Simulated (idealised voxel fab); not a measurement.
Title: Process Module voxel fin reveal
The figure presents cross-section cut, which has a width of 275 nm and is divided into square cells with an edge length of 5 nm.
We lay out every cross-section as a grid of square cells and spell it out in bands from the top down, where one band means one or more rows of cells. Top, bottom (nm), then materials left to right with widths (nm); lone material tagged "all across" fills the whole band edge to edge; "blank" = empty space. Beneath 0, the wafer as received is one material, and that level is where height counting begins. The lowest band goes on downward without a bottom; it is written like "0 and below". The two numbers in a width such as "30->40" mark its ends across the band: the first belongs to the top row of cells, the second to the bottom row, and from each row to the next the width moves by the same amount. Where a step carries "remained unchanged", the cross-section came out of it unchanged, cell for cell. The list in "Closed internal voids" covers empty spaces of 8 cells or more that cannot reach the top through any open way, and it gives each as width x height at distance; the distance is from the left edge, and width, height and distance are in nm. Where a step's line continues beyond its settings, the continuation is a remark by the simulator itself on that step. overlay nm, on a step with a mask: how far to the right of its planned place the mask lay; to the left if negative.

The following list gives the planned process steps:
step 1: RECEIVE [material Si]
step 2: CONFORMAL_DEP [material SiN] [thk nm 5]
step 3: PATTERN [tone cover] [mask id FINS] [material resist] [width nm 15] [pitch nm 35] [thk nm 15] [overlay nm 0]
step 4: DIRECTIONAL_ETCH [etch materials SiN] [depth nm 5]
step 5: DIRECTIONAL_ETCH [etch materials Si] [depth nm 40]
step 6: STRIP [etch materials resist]
step 7: FILL_DEP [material SiO2] [thk nm 10]
step 8: CMP [height nm 5]
step 9: SELECTIVE_ETCH [etch materials SiO2] [depth nm 25]
step 10: STRIP [etch materials SiN]
step 11: CONFORMAL_DEP [material HfO2] [thk nm 5]

Incoming wafer, cross-sectional view, post step 1:
  0 and below = Si all across
  Closed internal voids: none

First of two wafers at the end of the module, shown in cross-section; run carried out as planned:
  5 down to 0 = blank: 70; HfO2: 25; blank: 10; HfO2: 25; blank: 10; HfO2: 25; blank: 10; HfO2: 25; blank: 75
  0 down to -15 = blank: 70; HfO2: 5; Si: 15; HfO2: 5; blank: 10; HfO2: 5; Si: 15; HfO2: 5; blank: 10; HfO2: 5; Si: 15; HfO2: 5; blank: 10; HfO2: 5; Si: 15; HfO2: 5; blank: 75
  -15 down to -20 = HfO2: 75; Si: 15; HfO2: 20; Si: 15; HfO2: 20; Si: 15; HfO2: 20; Si: 15; HfO2: 80
  -20 down to -40 = SiO2: 75; Si: 15; SiO2: 20; Si: 15; SiO2: 20; Si: 15; SiO2: 20; Si: 15; SiO2: 80
  -40 and below = Si all across
  Closed internal voids: none

Same start, same plan as the first wafer - but one mistake in the run. Cross-section of the second of the two at the end of the module:
  0 down to -20 = blank: 75; Si: 15; blank: 20; Si: 15; blank: 20; Si: 15; blank: 20; Si: 15; blank: 80
  -20 down to -40 = SiO2: 75; Si: 15; SiO2: 20; Si: 15; SiO2: 20; Si: 15; SiO2: 20; Si: 15; SiO2: 80
  -40 and below = Si all across
  Closed internal voids: none
Want to know what went wrong? heads up, step 11 of the plan was skipped and never actually ran
Counted in cells at the end, the second wafer holds more or fewer of these materials than the first: HfO2: 87 fewer
